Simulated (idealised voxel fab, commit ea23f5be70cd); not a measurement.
Title: Process Module voxel transistor to metal
Section cut is 205 nm wide and gridded with 5 nm square cells.
The cross-sections in this document take the form of a grid made of square cells. They are written out as bands, in order from top to bottom. Each band consists of one or more rows of cells. Basically the band line says how high the top is and how high the bottom is, in nm, and then what's in it from left to right, every material with its width in nm. Empty space shows up as "air", and if a single material carries "full width" it runs the full band edge to edge. Counting heights begins at 0, where everything beneath is, in the wafer as received, one material. The lowest band has no bottom; it goes on downwards, as "0 -> down" shows. You'd read "30 to 40" like this: the band's top row of cells is as wide as the first number, its bottom row is as wide as the second, and going down, every row changes width by the same amount as the row before did. You'll sometimes find "remains unaltered" written for a step, and that's the way of saying that nowhere in the cross-section did a cell change during that step. Basically, "Closed void table" tells you about the enclosed voids: empty spaces with no open way to the top, 8 cells or bigger, each written width x height at distance, where distance is from the left edge, all in nm. Post-settings text on a step line: simulator's own remark regarding the step. On any step carrying a mask, the "overlay nm" setting, if present on the step's line, tells how far right of its planned place the mask lay; negative values point to the left. Pairs from here to the end. Each: cross-section before one process step, cross-section after it, the latter only as far down as the lowest band that changed. Under each: the step between, and its settings. Mind that the pairs may be taken from different runs of this module on the same starting wafer; whether a pair continues from the pair above depends on its entry headed "Cross-section, before", and it does only where that entry says so.
### Cross-section, before
    130 -> 120 = aC full width
    120 -> 60 = lowk full width
    60 -> 55 = SiCN full width
    55 -> 30 = lowk: 50 / TiN: 5 / Cu: 10 / TiN: 5 / lowk: 65 / TiN: 5 / Cu: 10 / TiN: 5 / lowk: 50
    30 -> 25 = SiCN: 50 / TiN: 20 / SiCN: 65 / TiN: 20 / SiCN: 50
    25 -> 15 = SiO2: 50 / TiN: 5 / Ru: 10 / TiN: 5 / SiO2: 65 / TiN: 5 / Ru: 10 / TiN: 5 / SiO2: 50
    15 -> 5 = SiO2: 50 / TiN: 5 / Ru: 10 / TiN: 5 / SiO2: 10 / SiN: 5 / HfO2: 5 / TiN: 5 / W: 15 / TiN: 5 / HfO2: 5 / SiN: 5 / SiO2: 10 / TiN: 5 / Ru: 10 / TiN: 5 / SiO2: 50
    5 -> 0 = SiO2: 40 / SiN: 5 / SiO2: 5 / TiN: 20 / nSi: 10 / SiN: 5 / HfO2: 5 / TiN: 25 / HfO2: 5 / SiN: 5 / nSi: 10 / TiN: 20 / SiO2: 5 / SiN: 5 / SiO2: 40
    0 -> -5 = SiO2: 45 / nSi: 35 / HfO2: 45 / nSi: 35 / SiO2: 45
    -5 -> -10 = SiO2: 50 / nSi: 30 / Si: 45 / nSi: 30 / SiO2: 50
    -10 -> -40 = SiO2: 50 / Si: 105 / SiO2: 50
    -40 -> down = Si full width
    Closed void table: none
### after
    155 -> 130 = resist: 50 / air: 15 / resist: 70 / air: 15 / resist: 55
    Beneath the level 130, the cross-section is identical to its previous state.
    Closed void table: none
Step sandwiched between the two cross-sections above: PATTERN [tone open] [mask id METAL_2_HOLES] [material resist] [width nm 15] [pitch nm 85] [thk nm 25] [overlay nm 0]
Cross-section, before: see preceding pair, after cross-section.
### after
    145 -> 130 = resist: 50 / air: 15 / resist: 70 / air: 15 / resist: 55
    130 -> 120 = aC: 50 / air: 15 / aC: 70 / air: 15 / aC: 55
    Beneath the level 120, the cross-section is identical to its previous state.
    Closed void table: none
Step sandwiched between the two cross-sections above: DIRECTIONAL_ETCH [etch materials aC] [depth nm 10]
Cross-section, before: see preceding pair, after cross-section.
### after
    130 -> 120 = aC: 50 / air: 15 / aC: 70 / air: 15 / aC: 55
    Beneath the level 120, the cross-section is identical to its previous state.
    Closed void table: none
Step sandwiched between the two cross-sections above: STRIP [etch materials resist]
Cross-section, before: see preceding pair, after cross-section.
### after
    130 -> 120 = aC: 50 / air: 15 / aC: 70 / air: 15 / aC: 55
    120 -> 90 = lowk: 50 / air: 15 / lowk: 70 / air: 15 / lowk: 55
    Beneath the level 90, the cross-section is identical to its previous state.
    Closed void table: none
Step sandwiched between the two cross-sections above: DIRECTIONAL_ETCH [etch materials lowk] [depth nm 30]
Cross-section, before: see preceding pair, after cross-section.
### after
    120 -> 90 = lowk: 50 / air: 15 / lowk: 70 / air: 15 / lowk: 55
    Beneath the level 90, the cross-section is identical to its previous state.
    Closed void table: none
Step sandwiched between the two cross-sections above: STRIP [etch materials aC]
Cross-section, before: see preceding pair, after cross-section.
### after
    130 -> 120 = aC: 50 / air: 15 / aC: 70 / air: 15 / aC: 55
    120 -> 100 = lowk: 50 / air: 15 / lowk: 70 / air: 15 / lowk: 55
    100 -> 90 = lowk: 50 / aC: 15 / lowk: 70 / aC: 15 / lowk: 55
    Beneath the level 90, the cross-section is identical to its previous state.
    Closed void table: none
Step sandwiched between the two cross-sections above: DIRECTIONAL_DEP [material aC] [thk nm 10]
Cross-section, before: see preceding pair, after cross-section.
### after
    155 -> 130 = resist: 50 / air: 20 / resist: 65 / air: 20 / resist: 50
    Beneath the level 130, the cross-section is identical to its previous state.
    Closed void table: none
Step sandwiched between the two cross-sections above: PATTERN [tone open] [mask id METAL_2] [material resist] [width nm 20] [pitch nm 85] [thk nm 25] [overlay nm 0]
Cross-section, before: see preceding pair, after cross-section.
### after
    145 -> 130 = resist: 50 / air: 20 / resist: 65 / air: 20 / resist: 50
    130 -> 120 = aC: 50 / air: 20 / aC: 65 / air: 20 / aC: 50
    120 -> 90 = lowk: 50 / air: 15 / lowk: 70 / air: 15 / lowk: 55
    Beneath the level 90, the cross-section is identical to its previous state.
    Closed void table: none
Step sandwiched between the two cross-sections above: DIRECTIONAL_ETCH [etch materials aC] [depth nm 10]
Cross-section, before: see preceding pair, after cross-section.
### after
    130 -> 120 = aC: 50 / air: 20 / aC: 65 / air: 20 / aC: 50
    Beneath the level 120, the cross-section is identical to its previous state.
    Closed void table: none
Step sandwiched between the two cross-sections above: STRIP [etch materials resist]
Cross-section, before: see preceding pair, after cross-section.
### after
    130 -> 120 = aC: 50 / air: 20 / aC: 65 / air: 20 / aC: 50
    120 -> 105 = lowk: 50 / air: 20 / lowk: 65 / air: 20 / lowk: 50
    105 -> 75 = lowk: 50 / air: 15 / lowk: 70 / air: 15 / lowk: 55
    Beneath the level 75, the cross-section is identical to its previous state.
    Closed void table: none
Step sandwiched between the two cross-sections above: DIRECTIONAL_ETCH [etch materials lowk] [depth nm 15]
Cross-section, before: see preceding pair, after cross-section.
### after
    120 -> 105 = lowk: 50 / air: 20 / lowk: 65 / air: 20 / lowk: 50
    Beneath the level 105, the cross-section is identical to its previous state.
    Closed void table: none
Step sandwiched between the two cross-sections above: STRIP [etch materials aC]
Cross-section, before: see preceding pair, after cross-section.
### after
    125 -> 120 = TiN: 55 / air: 10 / TiN: 75 / air: 10 / TiN: 55
    120 -> 110 = lowk: 50 / TiN: 5 / air: 10 / TiN: 5 / lowk: 65 / TiN: 5 / air: 10 / TiN: 5 / lowk: 50
    110 -> 105 = lowk: 50 / TiN: 5 / air: 5 / TiN: 10 / lowk: 65 / TiN: 5 / air: 5 / TiN: 10 / lowk: 50
    105 -> 80 = lowk: 50 / TiN: 5 / air: 5 / TiN: 5 / lowk: 70 / TiN: 5 / air: 5 / TiN: 5 / lowk: 55
    80 -> 75 = lowk: 50 / TiN: 15 / lowk: 70 / TiN: 15 / lowk: 55
    Beneath the level 75, the cross-section is identical to its previous state.
    Closed void table: none
Step sandwiched between the two cross-sections above: CONFORMAL_DEP [material TiN] [thk nm 5]
Cross-section, before: see preceding pair, after cross-section.
### after
    130 -> 125 = Cu full width
    125 -> 120 = TiN: 55 / Cu: 10 / TiN: 75 / Cu: 10 / TiN: 55
    120 -> 110 = lowk: 50 / TiN: 5 / Cu: 10 / TiN: 5 / lowk: 65 / TiN: 5 / Cu: 10 / TiN: 5 / lowk: 50
    110 -> 105 = lowk: 50 / TiN: 5 / Cu: 5 / TiN: 10 / lowk: 65 / TiN: 5 / Cu: 5 / TiN: 10 / lowk: 50
    105 -> 80 = lowk: 50 / TiN: 5 / Cu: 5 / TiN: 5 / lowk: 70 / TiN: 5 / Cu: 5 / TiN: 5 / lowk: 55
    Beneath the level 80, the cross-section is identical to its previous state.
    Closed void table: none
Step sandwiched between the two cross-sections above: FILL_DEP [material Cu] [thk nm 5]
Cross-section, before: see preceding pair, after cross-section.
### after
    90 -> 80 = lowk: 50 / TiN: 5 / Cu: 5 / TiN: 5 / lowk: 70 / TiN: 5 / Cu: 5 / TiN: 5 / lowk: 55
    Beneath the level 80, the cross-section is identical to its previous state.
    Closed void table: none
Step sandwiched between the two cross-sections above: CMP [height nm 90]
Cross-section, before: see preceding pair, after cross-section.
### after
    95 -> 90 = SiN full width
    Beneath the level 90, the cross-section is identical to its previous state.
    Closed void table: none
Step sandwiched between the two cross-sections above: CONFORMAL_DEP [material SiN] [thk nm 5]
### Cross-section, before
    20 -> 15 = air: 80 / SiN: 5 / air: 35 / SiN: 5 / air: 80
    15 -> 5 = SiO2: 80 / SiN: 5 / air: 35 / SiN: 5 / SiO2: 80
    5 -> 0 = SiO2: 40 / SiN: 5 / SiO2: 25 / nSi: 10 / SiN: 5 / air: 35 / SiN: 5 / nSi: 10 / SiO2: 25 / SiN: 5 / SiO2: 40
    0 -> -5 = SiO2: 45 / nSi: 35 / air: 45 / nSi: 35 / SiO2: 45
    -5 -> -10 = SiO2: 50 / nSi: 30 / Si: 45 / nSi: 30 / SiO2: 50
    -10 -> -40 = SiO2: 50 / Si: 105 / SiO2: 50
    -40 -> down = Si full width
    Closed void table: none
### after
    25 -> 20 = air: 75 / TiN: 15 / air: 25 / TiN: 15 / air: 75
    20 -> 15 = TiN: 80 / SiN: 5 / TiN: 5 / air: 25 / TiN: 5 / SiN: 5 / TiN: 80
    15 -> 5 = SiO2: 80 / SiN: 5 / TiN: 5 / air: 25 / TiN: 5 / SiN: 5 / SiO2: 80
    5 -> 0 = SiO2: 40 / SiN: 5 / SiO2: 25 / nSi: 10 / SiN: 5 / TiN: 5 / air: 25 / TiN: 5 / SiN: 5 / nSi: 10 / SiO2: 25 / SiN: 5 / SiO2: 40
    0 -> -5 = SiO2: 45 / nSi: 35 / TiN: 45 / nSi: 35 / SiO2: 45
    Beneath the level -5, the cross-section is identical to its previous state.
    Closed void table: none
Step sandwiched between the two cross-sections above: CONFORMAL_DEP [material TiN] [thk nm 5]
Cross-section, before: see preceding pair, after cross-section.
### after
    30 -> 25 = air: 70 / HfO2: 25 / air: 15 / HfO2: 25 / air: 70
    25 -> 20 = HfO2: 75 / TiN: 15 / HfO2: 5 / air: 15 / HfO2: 5 / TiN: 15 / HfO2: 75
    20 -> 15 = TiN: 80 / SiN: 5 / TiN: 5 / HfO2: 5 / air: 15 / HfO2: 5 / TiN: 5 / SiN: 5 / TiN: 80
    15 -> 5 = SiO2: 80 / SiN: 5 / TiN: 5 / HfO2: 5 / air: 15 / HfO2: 5 / TiN: 5 / SiN: 5 / SiO2: 80
    5 -> 0 = SiO2: 40 / SiN: 5 / SiO2: 25 / nSi: 10 / SiN: 5 / TiN: 5 / HfO2: 25 / TiN: 5 / SiN: 5 / nSi: 10 / SiO2: 25 / SiN: 5 / SiO2: 40
    Beneath the level 0, the cross-section is identical to its previous state.
    Closed void table: none
Step sandwiched between the two cross-sections above: CONFORMAL_DEP [material HfO2] [thk nm 5]
Cross-section, before: see preceding pair, after cross-section.
### after
    35 -> 30 = W full width
    30 -> 25 = W: 70 / HfO2: 25 / W: 15 / HfO2: 25 / W: 70
    25 -> 20 = HfO2: 75 / TiN: 15 / HfO2: 5 / W: 15 / HfO2: 5 / TiN: 15 / HfO2: 75
    20 -> 15 = TiN: 80 / SiN: 5 / TiN: 5 / HfO2: 5 / W: 15 / HfO2: 5 / TiN: 5 / SiN: 5 / TiN: 80
    15 -> 5 = SiO2: 80 / SiN: 5 / TiN: 5 / HfO2: 5 / W: 15 / HfO2: 5 / TiN: 5 / SiN: 5 / SiO2: 80
    Beneath the level 5, the cross-section is identical to its previous state.
    Closed void table: none
Step sandwiched between the two cross-sections above: FILL_DEP [material W] [thk nm 5]
Cross-section, before: see preceding pair, after cross-section.
### after
    15 -> 5 = SiO2: 80 / SiN: 5 / TiN: 5 / HfO2: 5 / W: 15 / HfO2: 5 / TiN: 5 / SiN: 5 / SiO2: 80
    Beneath the level 5, the cross-section is identical to its previous state.
    Closed void table: none
Step sandwiched between the two cross-sections above: CMP [height nm 15]
Cross-section, before: see preceding pair, after cross-section.
### after
    25 -> 15 = SiO2 full width
    Beneath the level 15, the cross-section is identical to its previous state.
    Closed void table: none
Step sandwiched between the two cross-sections above: DIRECTIONAL_DEP [material SiO2] [thk nm 10]
Cross-section, before: see preceding pair, after cross-section.
### after
    25 -> 15 = SiO2: 50 / air: 20 / SiO2: 65 / air: 20 / SiO2: 50
    15 -> 5 = SiO2: 50 / air: 20 / SiO2: 10 / SiN: 5 / TiN: 5 / HfO2: 5 / W: 15 / HfO2: 5 / TiN: 5 / SiN: 5 / SiO2: 10 / air: 20 / SiO2: 50
    5 -> 0 = SiO2: 40 / SiN: 5 / SiO2: 5 / air: 20 / nSi: 10 / SiN: 5 / TiN: 5 / HfO2: 25 / TiN: 5 / SiN: 5 / nSi: 10 / air: 20 / SiO2: 5 / SiN: 5 / SiO2: 40
    Beneath the level 0, the cross-section is identical to its previous state.
    Closed void table: none
Step sandwiched between the two cross-sections above: MASKED_ETCH [tone open] [mask id CONTACT] [width nm 20] [pitch nm 85] [etch materials SiO2] [depth nm 25] [overlay nm 0]
Cross-section, before: see preceding pair, after cross-section.
### after
    30 -> 25 = TiN: 55 / air: 10 / TiN: 75 / air: 10 / TiN: 55
    25 -> 15 = SiO2: 50 / TiN: 5 / air: 10 / TiN: 5 / SiO2: 65 / TiN: 5 / air: 10 / TiN: 5 / SiO2: 50
    15 -> 5 = SiO2: 50 / TiN: 5 / air: 10 / TiN: 5 / SiO2: 10 / SiN: 5 / TiN: 5 / HfO2: 5 / W: 15 / HfO2: 5 / TiN: 5 / SiN: 5 / SiO2: 10 / TiN: 5 / air: 10 / TiN: 5 / SiO2: 50
    5 -> 0 = SiO2: 40 / SiN: 5 / SiO2: 5 / TiN: 20 / nSi: 10 / SiN: 5 / TiN: 5 / HfO2: 25 / TiN: 5 / SiN: 5 / nSi: 10 / TiN: 20 / SiO2: 5 / SiN: 5 / SiO2: 40
    Beneath the level 0, the cross-section is identical to its previous state.
    Closed void table: none
Step sandwiched between the two cross-sections above: CONFORMAL_DEP [material TiN] [thk nm 5]
Cross-section, before: see preceding pair, after cross-section.
### after
    35 -> 30 = Ru full width
    30 -> 25 = TiN: 55 / Ru: 10 / TiN: 75 / Ru: 10 / TiN: 55
    25 -> 15 = SiO2: 50 / TiN: 5 / Ru: 10 / TiN: 5 / SiO2: 65 / TiN: 5 / Ru: 10 / TiN: 5 / SiO2: 50
    15 -> 5 = SiO2: 50 / TiN: 5 / Ru: 10 / TiN: 5 / SiO2: 10 / SiN: 5 / TiN: 5 / HfO2: 5 / W: 15 / HfO2: 5 / TiN: 5 / SiN: 5 / SiO2: 10 / TiN: 5 / Ru: 10 / TiN: 5 / SiO2: 50
    Beneath the level 5, the cross-section is identical to its previous state.
    Closed void table: none
Step sandwiched between the two cross-sections above: FILL_DEP [material Ru] [thk nm 5]
Cross-section, before: see preceding pair, after cross-section.
### after
    25 -> 15 = SiO2: 50 / TiN: 5 / Ru: 10 / TiN: 5 / SiO2: 65 / TiN: 5 / Ru: 10 / TiN: 5 / SiO2: 50
    Beneath the level 15, the cross-section is identical to its previous state.
    Closed void table: none
Step sandwiched between the two cross-sections above: CMP [height nm 25]
Cross-section, before: see preceding pair, after cross-section.
### after
    30 -> 25 = SiCN full width
    Beneath the level 25, the cross-section is identical to its previous state.
    Closed void table: none
Step sandwiched between the two cross-sections above: CONFORMAL_DEP [material SiCN] [thk nm 5]
Cross-section, before: see preceding pair, after cross-section.
### after
    55 -> 30 = lowk full width
    Beneath the level 30, the cross-section is identical to its previous state.
    Closed void table: none
Step sandwiched between the two cross-sections above: DIRECTIONAL_DEP [material lowk] [thk nm 25]
Cross-section, before: see preceding pair, after cross-section.
### after
    55 -> 30 = lowk: 50 / air: 20 / lowk: 65 / air: 20 / lowk: 50
    Beneath the level 30, the cross-section is identical to its previous state.
    Closed void table: none
Step sandwiched between the two cross-sections above: MASKED_ETCH [tone open] [mask id METAL_1] [width nm 20] [pitch nm 85] [etch materials lowk] [depth nm 25] [overlay nm 0]
Cross-section, before: see preceding pair, after cross-section.
### after
    55 -> 30 = lowk: 50 / air: 20 / lowk: 65 / air: 20 / lowk: 50
    30 -> 25 = SiCN: 50 / air: 20 / SiCN: 65 / air: 20 / SiCN: 50
    Beneath the level 25, the cross-section is identical to its previous state.
    Closed void table: none
Step sandwiched between the two cross-sections above: MASKED_ETCH [tone open] [mask id METAL_1] [width nm 20] [pitch nm 85] [etch materials SiCN] [depth nm 5] [overlay nm 0]
Cross-section, before: see preceding pair, after cross-section.
### after
    60 -> 55 = TiN: 55 / air: 10 / TiN: 75 / air: 10 / TiN: 55
    55 -> 30 = lowk: 50 / TiN: 5 / air: 10 / TiN: 5 / lowk: 65 / TiN: 5 / air: 10 / TiN: 5 / lowk: 50
    30 -> 25 = SiCN: 50 / TiN: 20 / SiCN: 65 / TiN: 20 / SiCN: 50
    Beneath the level 25, the cross-section is identical to its previous state.
    Closed void table: none
Step sandwiched between the two cross-sections above: CONFORMAL_DEP [material TiN] [thk nm 5]
Cross-section, before: see preceding pair, after cross-section.
### after
    65 -> 60 = Cu full width
    60 -> 55 = TiN: 55 / Cu: 10 / TiN: 75 / Cu: 10 / TiN: 55
    55 -> 30 = lowk: 50 / TiN: 5 / Cu: 10 / TiN: 5 / lowk: 65 / TiN: 5 / Cu: 10 / TiN: 5 / lowk: 50
    Beneath the level 30, the cross-section is identical to its previous state.
    Closed void table: none
Step sandwiched between the two cross-sections above: FILL_DEP [material Cu] [thk nm 5]
Cross-section, before: see preceding pair, after cross-section.
### after
    55 -> 30 = lowk: 50 / TiN: 5 / Cu: 10 / TiN: 5 / lowk: 65 / TiN: 5 / Cu: 10 / TiN: 5 / lowk: 50
    Beneath the level 30, the cross-section is identical to its previous state.
    Closed void table: none
Step sandwiched between the two cross-sections above: CMP [height nm 55]
Cross-section, before: see preceding pair, after cross-section.
### after
    60 -> 55 = SiCN full width
    Beneath the level 55, the cross-section is identical to its previous state.
    Closed void table: none
Step sandwiched between the two cross-sections above: CONFORMAL_DEP [material SiCN] [thk nm 5]
Cross-section, before: see preceding pair, after cross-section.
### after
    90 -> 60 = lowk full width
    Beneath the level 60, the cross-section is identical to its previous state.
    Closed void table: none
Step sandwiched between the two cross-sections above: DIRECTIONAL_DEP [material lowk] [thk nm 30]
Cross-section, before: see preceding pair, after cross-section.
### after
    100 -> 90 = aC full width
    Beneath the level 90, the cross-section is identical to its previous state.
    Closed void table: none
Step sandwiched between the two cross-sections above: DIRECTIONAL_DEP [material aC] [thk nm 10]
Cross-section, before: see preceding pair, after cross-section.
### after
    125 -> 100 = resist: 50 / air: 15 / resist: 70 / air: 15 / resist: 55
    Beneath the level 100, the cross-section is identical to its previous state.
    Closed void table: none
Step sandwiched between the two cross-sections above: PATTERN [tone open] [mask id METAL_2_HOLES] [material resist] [width nm 15] [pitch nm 85] [thk nm 25] [overlay nm 0]
Cross-section, before: see preceding pair, after cross-section.
### after
    115 -> 100 = resist: 50 / air: 15 / resist: 70 / air: 15 / resist: 55
    100 -> 90 = aC: 50 / air: 15 / aC: 70 / air: 15 / aC: 55
    Beneath the level 90, the cross-section is identical to its previous state.
    Closed void table: none
Step sandwiched between the two cross-sections above: DIRECTIONAL_ETCH [etch materials aC] [depth nm 10]
Cross-section, before: see preceding pair, after cross-section.
### after
    100 -> 90 = aC: 50 / air: 15 / aC: 70 / air: 15 / aC: 55
    Beneath the level 90, the cross-section is identical to its previous state.
    Closed void table: none
Step sandwiched between the two cross-sections above: STRIP [etch materials resist]
Cross-section, before: see preceding pair, after cross-section.
### after
    100 -> 90 = aC: 50 / air: 15 / aC: 70 / air: 15 / aC: 55
    90 -> 60 = lowk: 50 / air: 15 / lowk: 70 / air: 15 / lowk: 55
    Beneath the level 60, the cross-section is identical to its previous state.
    Closed void table: none
Step sandwiched between the two cross-sections above: DIRECTIONAL_ETCH [etch materials lowk] [depth nm 30]
Cross-section, before: see preceding pair, after cross-section.
### after
    90 -> 60 = lowk: 50 / air: 15 / lowk: 70 / air: 15 / lowk: 55
    Beneath the level 60, the cross-section is identical to its previous state.
    Closed void table: none
Step sandwiched between the two cross-sections above: STRIP [etch materials aC]
Cross-section, before: see preceding pair, after cross-section.
### after
    100 -> 90 = aC: 50 / air: 15 / aC: 70 / air: 15 / aC: 55
    90 -> 70 = lowk: 50 / air: 15 / lowk: 70 / air: 15 / lowk: 55
    70 -> 60 = lowk: 50 / aC: 15 / lowk: 70 / aC: 15 / lowk: 55
    Beneath the level 60, the cross-section is identical to its previous state.
    Closed void table: none
Step sandwiched between the two cross-sections above: DIRECTIONAL_DEP [material aC] [thk nm 10]
Cross-section, before: see preceding pair, after cross-section.
### after
    125 -> 100 = resist: 50 / air: 20 / resist: 65 / air: 20 / resist: 50
    Beneath the level 100, the cross-section is identical to its previous state.
    Closed void table: none
Step sandwiched between the two cross-sections above: PATTERN [tone open] [mask id METAL_2] [material resist] [width nm 20] [pitch nm 85] [thk nm 25] [overlay nm 0]
Cross-section, before: see preceding pair, after cross-section.
### after
    115 -> 100 = resist: 50 / air: 20 / resist: 65 / air: 20 / resist: 50
    100 -> 90 = aC: 50 / air: 20 / aC: 65 / air: 20 / aC: 50
    90 -> 60 = lowk: 50 / air: 15 / lowk: 70 / air: 15 / lowk: 55
    Beneath the level 60, the cross-section is identical to its previous state.
    Closed void table: none
Step sandwiched between the two cross-sections above: DIRECTIONAL_ETCH [etch materials aC] [depth nm 10]
Cross-section, before: see preceding pair, after cross-section.
### after
    100 -> 90 = aC: 50 / air: 20 / aC: 65 / air: 20 / aC: 50
    Beneath the level 90, the cross-section is identical to its previous state.
    Closed void table: none
Step sandwiched between the two cross-sections above: STRIP [etch materials resist]
Cross-section, before: see preceding pair, after cross-section.
### after
    100 -> 90 = aC: 50 / air: 20 / aC: 65 / air: 20 / aC: 50
    90 -> 75 = lowk: 50 / air: 20 / lowk: 65 / air: 20 / lowk: 50
    Beneath the level 75, the cross-section is identical to its previous state.
    Closed void table: none
Step sandwiched between the two cross-sections above: DIRECTIONAL_ETCH [etch materials lowk] [depth nm 15]
Cross-section, before: see preceding pair, after cross-section.
### after
    100 -> 90 = aC: 50 / air: 20 / aC: 65 / air: 20 / aC: 50
    90 -> 75 = lowk: 50 / air: 20 / lowk: 65 / air: 20 / lowk: 50
    75 -> 60 = lowk: 50 / air: 15 / lowk: 70 / air: 15 / lowk: 55
    60 -> 55 = SiCN: 50 / air: 15 / SiCN: 70 / air: 15 / SiCN: 55
    Beneath the level 55, the cross-section is identical to its previous state.
    Closed void table: none
Step sandwiched between the two cross-sections above: DIRECTIONAL_ETCH [etch materials SiCN] [depth nm 5]
Cross-section, before: see preceding pair, after cross-section.
### after
    90 -> 75 = lowk: 50 / air: 20 / lowk: 65 / air: 20 / lowk: 50
    Beneath the level 75, the cross-section is identical to its previous state.
    Closed void table: none
Step sandwiched between the two cross-sections above: STRIP [etch materials aC]
Cross-section, before: see preceding pair, after cross-section.
### after
    95 -> 90 = TiN: 55 / air: 10 / TiN: 75 / air: 10 / TiN: 55
    90 -> 80 = lowk: 50 / TiN: 5 / air: 10 / TiN: 5 / lowk: 65 / TiN: 5 / air: 10 / TiN: 5 / lowk: 50
    80 -> 75 = lowk: 50 / TiN: 5 / air: 5 / TiN: 10 / lowk: 65 / TiN: 5 / air: 5 / TiN: 10 / lowk: 50
    75 -> 60 = lowk: 50 / TiN: 5 / air: 5 / TiN: 5 / lowk: 70 / TiN: 5 / air: 5 / TiN: 5 / lowk: 55
    60 -> 55 = SiCN: 50 / TiN: 15 / SiCN: 70 / TiN: 15 / SiCN: 55
    Beneath the level 55, the cross-section is identical to its previous state.
    Closed void table: none
Step sandwiched between the two cross-sections above: CONFORMAL_DEP [material TiN] [thk nm 5]
Cross-section, before: see preceding pair, after cross-section.
### after
    100 -> 95 = Cu full width
    95 -> 90 = TiN: 55 / Cu: 10 / TiN: 75 / Cu: 10 / TiN: 55
    90 -> 80 = lowk: 50 / TiN: 5 / Cu: 10 / TiN: 5 / lowk: 65 / TiN: 5 / Cu: 10 / TiN: 5 / lowk: 50
    80 -> 75 = lowk: 50 / TiN: 5 / Cu: 5 / TiN: 10 / lowk: 65 / TiN: 5 / Cu: 5 / TiN: 10 / lowk: 50
    75 -> 60 = lowk: 50 / TiN: 5 / Cu: 5 / TiN: 5 / lowk: 70 / TiN: 5 / Cu: 5 / TiN: 5 / lowk: 55
    Beneath the level 60, the cross-section is identical to its previous state.
    Closed void table: none
Step sandwiched between the two cross-sections above: FILL_DEP [material Cu] [thk nm 5]
Cross-section, before: see preceding pair, after cross-section.
### after
    90 -> 80 = lowk: 50 / TiN: 5 / Cu: 10 / TiN: 5 / lowk: 65 / TiN: 5 / Cu: 10 / TiN: 5 / lowk: 50
    Beneath the level 80, the cross-section is identical to its previous state.
    Closed void table: none
Step sandwiched between the two cross-sections above: CMP [height nm 90]
Cross-section, before: see preceding pair, after cross-section.
### after
    95 -> 90 = SiN full width
    Beneath the level 90, the cross-section is identical to its previous state.
    Closed void table: none
Step sandwiched between the two cross-sections above: CONFORMAL_DEP [material SiN] [thk nm 5]
### Cross-section, before
    20 -> 15 = air: 80 / SiN: 5 / air: 35 / SiN: 5 / air: 80
    15 -> 5 = SiO2: 80 / SiN: 5 / air: 35 / SiN: 5 / SiO2: 80
    5 -> 0 = SiO2: 40 / SiN: 5 / SiO2: 25 / nSi: 10 / SiN: 5 / air: 35 / SiN: 5 / nSi: 10 / SiO2: 25 / SiN: 5 / SiO2: 40
    0 -> -5 = SiO2: 45 / nSi: 35 / air: 45 / nSi: 35 / SiO2: 45
    -5 -> -10 = SiO2: 50 / nSi: 30 / Si: 45 / nSi: 30 / SiO2: 50
    -10 -> -40 = SiO2: 50 / Si: 105 / SiO2: 50
    -40 -> down = Si full width
    Closed void table: none
### after
    35 -> 30 = air: 65 / HfO2: 35 / air: 5 / HfO2: 35 / air: 65
    30 -> 20 = HfO2: 100 / air: 5 / HfO2: 100
    20 -> 15 = HfO2: 80 / SiN: 5 / HfO2: 15 / air: 5 / HfO2: 15 / SiN: 5 / HfO2: 80
    15 -> 10 = SiO2: 80 / SiN: 5 / HfO2: 15 / air: 5 / HfO2: 15 / SiN: 5 / SiO2: 80
    10 -> 5 = SiO2: 80 / SiN: 5 / HfO2: 35 / SiN: 5 / SiO2: 80
    5 -> 0 = SiO2: 40 / SiN: 5 / SiO2: 25 / nSi: 10 / SiN: 5 / HfO2: 35 / SiN: 5 / nSi: 10 / SiO2: 25 / SiN: 5 / SiO2: 40
    0 -> -5 = SiO2: 45 / nSi: 35 / HfO2: 45 / nSi: 35 / SiO2: 45
    Beneath the level -5, the cross-section is identical to its previous state.
    Closed void table: none
Step sandwiched between the two cross-sections above: CONFORMAL_DEP [material HfO2] [thk nm 15]
Cross-section, before: see preceding pair, after cross-section.
### after
    40 -> 35 = air: 60 / TiN: 85 / air: 60
    35 -> 30 = TiN: 65 / HfO2: 35 / TiN: 5 / HfO2: 35 / TiN: 65
    30 -> 20 = HfO2: 100 / TiN: 5 / HfO2: 100
    20 -> 15 = HfO2: 80 / SiN: 5 / HfO2: 15 / TiN: 5 / HfO2: 15 / SiN: 5 / HfO2: 80
    15 -> 10 = SiO2: 80 / SiN: 5 / HfO2: 15 / TiN: 5 / HfO2: 15 / SiN: 5 / SiO2: 80
    Beneath the level 10, the cross-section is identical to its previous state.
    Closed void table: none
Step sandwiched between the two cross-sections above: CONFORMAL_DEP [material TiN] [thk nm 5]
Cross-section, before: see preceding pair, after cross-section.
### after
    45 -> 40 = W full width
    40 -> 35 = W: 60 / TiN: 85 / W: 60
    Beneath the level 35, the cross-section is identical to its previous state.
    Closed void table: none
Step sandwiched between the two cross-sections above: FILL_DEP [material W] [thk nm 5]
Cross-section, before: see preceding pair, after cross-section.
### after
    15 -> 10 = SiO2: 80 / SiN: 5 / HfO2: 15 / TiN: 5 / HfO2: 15 / SiN: 5 / SiO2: 80
    Beneath the level 10, the cross-section is identical to its previous state.
    Closed void table: none
Step sandwiched between the two cross-sections above: CMP [height nm 15]
Cross-section, before: see preceding pair, after cross-section.
### after
    25 -> 15 = SiO2 full width
    Beneath the level 15, the cross-section is identical to its previous state.
    Closed void table: none
Step sandwiched between the two cross-sections above: DIRECTIONAL_DEP [material SiO2] [thk nm 10]
Cross-section, before: see preceding pair, after cross-section.
### after
    25 -> 15 = SiO2: 50 / air: 20 / SiO2: 65 / air: 20 / SiO2: 50
    15 -> 10 = SiO2: 50 / air: 20 / SiO2: 10 / SiN: 5 / HfO2: 15 / TiN: 5 / HfO2: 15 / SiN: 5 / SiO2: 10 / air: 20 / SiO2: 50
    10 -> 5 = SiO2: 50 / air: 20 / SiO2: 10 / SiN: 5 / HfO2: 35 / SiN: 5 / SiO2: 10 / air: 20 / SiO2: 50
    5 -> 0 = SiO2: 40 / SiN: 5 / SiO2: 5 / air: 20 / nSi: 10 / SiN: 5 / HfO2: 35 / SiN: 5 / nSi: 10 / air: 20 / SiO2: 5 / SiN: 5 / SiO2: 40
    Beneath the level 0, the cross-section is identical to its previous state.
    Closed void table: none
Step sandwiched between the two cross-sections above: MASKED_ETCH [tone open] [mask id CONTACT] [width nm 20] [pitch nm 85] [etch materials SiO2] [depth nm 25] [overlay nm 0]
